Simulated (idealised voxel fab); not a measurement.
Process module in this document: voxel ribs on slabs
Section shown: cut. Width: 250 nm. Cell size: 5 nm, square.
For the purposes of this document, a cross-section shall be understood as a grid of square cells, specified as bands listed in top-to-bottom order, each band consisting of one or more rows of cells.
Heights first: top, then bottom, in nm. Then materials, left to right, each with a width in nm. "all across" on a single material: fills the band edge to edge. "blank": empty space.
Height 0 is the level under which the wafer as received is all one material. The lowest band goes on downwards, as in "0..down".
Width spec "30..40" -> top row of cells at first value, bottom row at second value, equal per-row change in between.
Any step labelled "nothing altered" changed none of the cells in the cross-section.
If an empty space has no open way to the top and is at least 8 cells in size, "Entrapped void list" lists it, written width x height at distance, where distance is measured from the left edge and every value is in nm.
Past the settings on a step's line: simulator remark, on that step.
For masked steps, "overlay nm" on the step line gives how far right of plan the mask actually lay; a minus sign means it lay to the left.
[Process steps (planned)]
- 1: RECEIVE with material Si
- 2: DIRECTIONAL_DEP with material SiO2, thk nm 25
- 3: DIRECTIONAL_DEP with material polySi, thk nm 15
- 4: PATTERN with tone cover, mask id RIB, material resist, width nm 30, thk nm 20, overlay nm 0
- 5: DIRECTIONAL_ETCH with etch materials polySi, depth nm 10
- 6: STRIP with etch materials resist
- 7: MASKED_ETCH with tone cover, mask id SLAB, width nm 80, etch materials polySi, depth nm 5, overlay nm 0
- 8: FILL_DEP with material SiO2, thk nm 25
- 9: CMP with height nm 60
- 10: DIRECTIONAL_DEP with material TiN, thk nm 5
- 11: MASKED_ETCH with tone cover, mask id HEATER, width nm 40, etch materials TiN, depth nm 5, overlay nm 0
- 12: CONFORMAL_DEP with material SiO2, thk nm 10
Heads up: all these wafers start the same, and what changes between them is the width nm in step 7. The value you see in the plan is just what the first wafer got.
[Received wafers, first of several: cross-section after step 1]
    0..down: Si all across
    Entrapped void list: none
[Quick key for the table: a row per wafer, taken at the end of the module. For each material it tells you how many cells the wafer gained (+) or lost (-) since it came in, and the closed voids come after]
width nm 80, +676 SiO2, +8 TiN, +28 polySi, Entrapped void list: none
width nm 85, +675 SiO2, +8 TiN, +29 polySi, Entrapped void list: none
width nm 90, +674 SiO2, +8 TiN, +30 polySi, Entrapped void list: none
width nm 95, +673 SiO2, +8 TiN, +31 polySi, Entrapped void list: none
width nm 100, +672 SiO2, +8 TiN, +32 polySi, Entrapped void list: none
width nm 105, +671 SiO2, +8 TiN, +33 polySi, Entrapped void list: none
